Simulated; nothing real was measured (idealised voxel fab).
A process module follows: voxel capacitor over wiring.
For reference, the cross-section in this document is cut, with width 170 nm and square cells of 5 nm.
The cross-sections in this document take the form of a grid made of square cells. They are written out as bands, in order from top to bottom. Each band consists of one or more rows of cells.
Band: top and bottom heights (nm) first, top before bottom; then materials from left to right, widths in nm. "throughout" marks a sole material filling the band edge to edge. "air" denotes empty space.
Height 0 is the level under which the wafer as received is all one material. The lowest band goes on downwards, as in "top 0, no bottom".
So if you see something like "30->40" for the width, read it as the top row of the band sitting at the first number and the bottom row at the second, with every row in between moving by the same amount as the last.
"nothing altered" -> step changed no cross-section cell.
Enclosed void entries: empty space of 8 cells or more with no open way to the top, each as width x height at its distance from the left edge, in nm
What comes after the settings on a step's line is commentary from the simulator itself on that step.
The setting "overlay nm" may be written on the line of a step. When the step uses a mask, the value reports how far to the right of the planned place the mask lay, and a negative value reports that it lay to the left.
**The process steps that were planned are listed below**
1: RECEIVE | material Si
2: CONFORMAL_DEP | material SiO2 | thk nm 10
3: DIRECTIONAL_DEP | material TiN | thk nm 5
4: DIRECTIONAL_DEP | material Ru | thk nm 15
5: DIRECTIONAL_DEP | material aC | thk nm 15
6: PATTERN | tone cover | mask id METAL_1 | material resist | width nm 20 | pitch nm 80 | thk nm 35 | overlay nm 0
7: DIRECTIONAL_ETCH | etch materials aC | depth nm 15
8: STRIP | etch materials resist
9: DIRECTIONAL_ETCH | etch materials Ru | depth nm 15
10: DIRECTIONAL_ETCH | etch materials TiN | depth nm 5
11: STRIP | etch materials aC
12: FILL_DEP | material SiO2 | thk nm 10
13: CMP | height nm 30
14: CONFORMAL_DEP | material SiCN | thk nm 5
15: DIRECTIONAL_DEP | material lowk | thk nm 15
16: DIRECTIONAL_DEP | material aC | thk nm 15
17: PATTERN | tone open | mask id PLUG_1 | material resist | width nm 15 | thk nm 30 | overlay nm 0
18: DIRECTIONAL_ETCH | etch materials aC | depth nm 15
19: STRIP | etch materials resist
20: DIRECTIONAL_ETCH | etch materials lowk | depth nm 15
21: DIRECTIONAL_ETCH | etch materials SiCN | depth nm 5
22: STRIP | etch materials aC
23: CONFORMAL_DEP | material TiN | thk nm 5
24: FILL_DEP | material W | thk nm 5
25: CMP | height nm 50
26: DIRECTIONAL_DEP | material TiN | thk nm 10
27: DIRECTIONAL_DEP | material SiN | thk nm 5
28: DIRECTIONAL_DEP | material TiN | thk nm 10
29: MASKED_ETCH | tone cover | mask id UPPER_PLATE | width nm 65 | etch materials TiN | depth nm 10 | overlay nm 0
30: MASKED_ETCH | tone cover | mask id UPPER_PLATE | width nm 65 | etch materials SiN | depth nm 5 | overlay nm 0
31: PATTERN | tone cover | mask id LOWER_PLATE | material resist | width nm 75 | thk nm 20 | overlay nm 0
32: DIRECTIONAL_ETCH | etch materials TiN | depth nm 10
33: STRIP | etch materials resist
34: FILL_DEP | material SiO2 | thk nm 15
35: CMP | height nm 85
36: DIRECTIONAL_DEP | material aC | thk nm 15
37: PATTERN | tone open | mask id PLUG_2 | material resist | width nm 15 | thk nm 30 | overlay nm 0
38: DIRECTIONAL_ETCH | etch materials aC | depth nm 15
39: STRIP | etch materials resist
40: DIRECTIONAL_ETCH | etch materials SiO2 | depth nm 10
41: STRIP | etch materials aC
42: CONFORMAL_DEP | material TiN | thk nm 5
43: FILL_DEP | material Cu | thk nm 5
44: CMP | height nm 85
45: CONFORMAL_DEP | material SiN | thk nm 5
**So this is the incoming wafer in cross-section - it's already been through step 1**
    top 0, no bottom | Si throughout
    Enclosed void entries: none
**First of two wafers: cross-section at end of module, run per plan**
    top 90, bottom 85 | SiN throughout
    top 85, bottom 80 | SiO2 (50)  TiN (5)  Cu (5)  TiN (5)  SiO2 (105)
    top 80, bottom 75 | SiO2 (50)  TiN (15)  SiO2 (105)
    top 75, bottom 65 | SiO2 (40)  TiN (65)  SiO2 (65)
    top 65, bottom 60 | SiO2 (40)  SiN (65)  SiO2 (65)
    top 60, bottom 50 | SiO2 (35)  TiN (75)  SiO2 (60)
    top 50, bottom 35 | lowk (40)  TiN (5)  W (5)  TiN (5)  lowk (115)
    top 35, bottom 30 | SiCN (40)  TiN (15)  SiCN (115)
    top 30, bottom 15 | SiO2 (35)  Ru (20)  SiO2 (60)  Ru (20)  SiO2 (35)
    top 15, bottom 10 | SiO2 (35)  TiN (20)  SiO2 (60)  TiN (20)  SiO2 (35)
    top 10, bottom 0 | SiO2 throughout
    top 0, no bottom | Si throughout
    Enclosed void entries: none
**Cross-section, second wafer: same start as the first, same plan as the first, one mistake in running it; taken at the end of the module**
    top 90, bottom 85 | SiN throughout
    top 85, bottom 80 | SiO2 (50)  TiN (5)  Cu (5)  TiN (5)  SiO2 (105)
    top 80, bottom 75 | SiO2 (50)  TiN (15)  SiO2 (105)
    top 75, bottom 65 | SiO2 (40)  TiN (65)  SiO2 (65)
    top 65, bottom 60 | SiO2 (40)  SiN (65)  SiO2 (65)
    top 60, bottom 50 | SiO2 (35)  TiN (75)  SiO2 (60)
    top 50, bottom 35 | lowk (40)  TiN (5)  W (5)  TiN (5)  lowk (115)
    top 35, bottom 30 | SiCN (40)  TiN (15)  SiCN (115)
    top 30, bottom 20 | SiO2 throughout
    top 20, bottom 15 | SiO2 (35)  Ru (20)  SiO2 (60)  Ru (20)  SiO2 (35)
    top 15, bottom 10 | SiO2 (35)  TiN (20)  SiO2 (60)  TiN (20)  SiO2 (35)
    top 10, bottom 0 | SiO2 throughout
    top 0, no bottom | Si throughout
    Enclosed void entries: none
Here's what went sideways: so step 4 ended up running with a different setting than we planned, it ran as DIRECTIONAL_DEP | material Ru | thk nm 5
Final comparison by cell count, materials where the second wafer has more or fewer than the first: -16 Ru | +16 SiO2
